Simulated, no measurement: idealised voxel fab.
process module | voxel gate over fins
cross-section cut | 155 nm wide | cells 5 nm
A cross-section is a grid of square cells, given in bands from the top down. A band is one or more rows of cells.
Each band's line starts with the height of the band's top and of its bottom, in nm. Then come its materials from left to right, each with its width in nm. One material with "throughout" fills the band from edge to edge. "air" is empty space.
Height 0 is the level under which the wafer as received is all one material. The lowest band goes on downwards, as in "0 down".
A width such as "30 to 40" changes by the same amount from each row of cells to the next, from the band's top row to its bottom row.
"no change" after a step means that no cell of the cross-section changed.
closed voids: empty space of 8 cells or more with no open way to the top, each as width x height at its distance from the left edge, in nm
after a step's settings: what the simulator itself notes on the step
overlay nm, on a step with a mask: how far to the right of its planned place the mask lay; to the left if negative
plan
1 op RECEIVE | material Si
2 op CONFORMAL_DEP | material SiN | thk nm 5
3 op PATTERN | tone cover | mask id FINS | material resist | width nm 15 | pitch nm 35 | thk nm 15 | overlay nm 0
4 op DIRECTIONAL_ETCH | etch materials SiN | depth nm 5
5 op DIRECTIONAL_ETCH | etch materials Si | depth nm 30
6 op STRIP | etch materials resist
7 op OXIDIZE | depth nm 5
8 op FILL_DEP | material SiO2 | thk nm 15
9 op CMP | height nm 5
10 op SELECTIVE_ETCH | etch materials SiO2 | depth nm 15
11 op STRIP | etch materials SiN
12 op CONFORMAL_DEP | material HfO2 | thk nm 5
13 op CONFORMAL_DEP | material TiN | thk nm 5
14 op FILL_DEP | material W | thk nm 10
15 op CMP | height nm 15
16 op CONFORMAL_DEP | material SiCN | thk nm 10
as received, after step 1
  0 down: Si throughout
  closed voids: none
a wafer at the end: this start, this plan, one mistake
  25 to 15: SiCN throughout
  15 to 10: W throughout
  10 to 5: W 45 | SiO2 25 | W 10 | SiO2 25 | W 50
  5 to 0: W 45 | SiO2 5 | HfO2 15 | SiO2 5 | W 10 | SiO2 5 | HfO2 15 | SiO2 5 | W 50
  0 to -5: SiO2 50 | HfO2 5 | Si 5 | HfO2 5 | SiO2 20 | HfO2 5 | Si 5 | HfO2 5 | SiO2 55
  -5 to -10: HfO2 55 | Si 5 | HfO2 30 | Si 5 | HfO2 60
  -10 to -35: SiO2 55 | Si 5 | SiO2 30 | Si 5 | SiO2 60
  -35 down: Si throughout
  closed voids: none
what went wrong: step 13 ran as: op CONFORMAL_DEP | material SiO2 | thk nm 5
